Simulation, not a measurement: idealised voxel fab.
process module | voxel spacer lines
cross-section cut | 195 nm wide | cells 5 nm
A cross-section is a grid of square cells, given in bands from the top down. A band is one or more rows of cells.
Each band's line starts with the height of the band's top and of its bottom, in nm. Then come its materials from left to right, each with its width in nm. One material with "throughout" fills the band from edge to edge. "air" is empty space.
Height 0 is the level under which the wafer as received is all one material. The lowest band goes on downwards, as in "0 down".
A width such as "30 to 40" changes by the same amount from each row of cells to the next, from the band's top row to its bottom row.
"no change" after a step means that no cell of the cross-section changed.
closed voids: empty space of 8 cells or more with no open way to the top, each as width x height at its distance from the left edge, in nm
after a step's settings: what the simulator itself notes on the step
overlay nm, on a step with a mask: how far to the right of its planned place the mask lay; to the left if negative
plan
1 op RECEIVE | material Si
2 op CONFORMAL_DEP | material Al2O3 | thk nm 10
3 op DIRECTIONAL_DEP | material polySi | thk nm 10
4 op DIRECTIONAL_DEP | material aC | thk nm 25
5 op PATTERN | tone cover | mask id MANDREL | material resist | width nm 15 | pitch nm 50 | thk nm 35 | overlay nm 0
6 op DIRECTIONAL_ETCH | etch materials aC | depth nm 25
7 op STRIP | etch materials resist
8 op CONFORMAL_DEP | material SiO2 | thk nm 10
9 op DIRECTIONAL_ETCH | etch materials SiO2 | depth nm 10
10 op STRIP | etch materials aC
11 op DIRECTIONAL_ETCH | etch materials polySi | depth nm 10
12 op STRIP | etch materials SiO2
as received, after step 1
  0 down: Si throughout
  closed voids: none
a wafer at the end: this start, this plan, one mistake
  20 to 10: air 30 | polySi 10 | air 20 | polySi 10 | air 10 | polySi 10 | air 20 | polySi 10 | air 10 | polySi 10 | air 20 | polySi 10 | air 25
  10 to 0: Al2O3 throughout
  0 down: Si throughout
  closed voids: none
what went wrong: step 5 ran as: op PATTERN | tone cover | mask id MANDREL | material resist | width nm 20 | pitch nm 50 | thk nm 35 | overlay nm 0
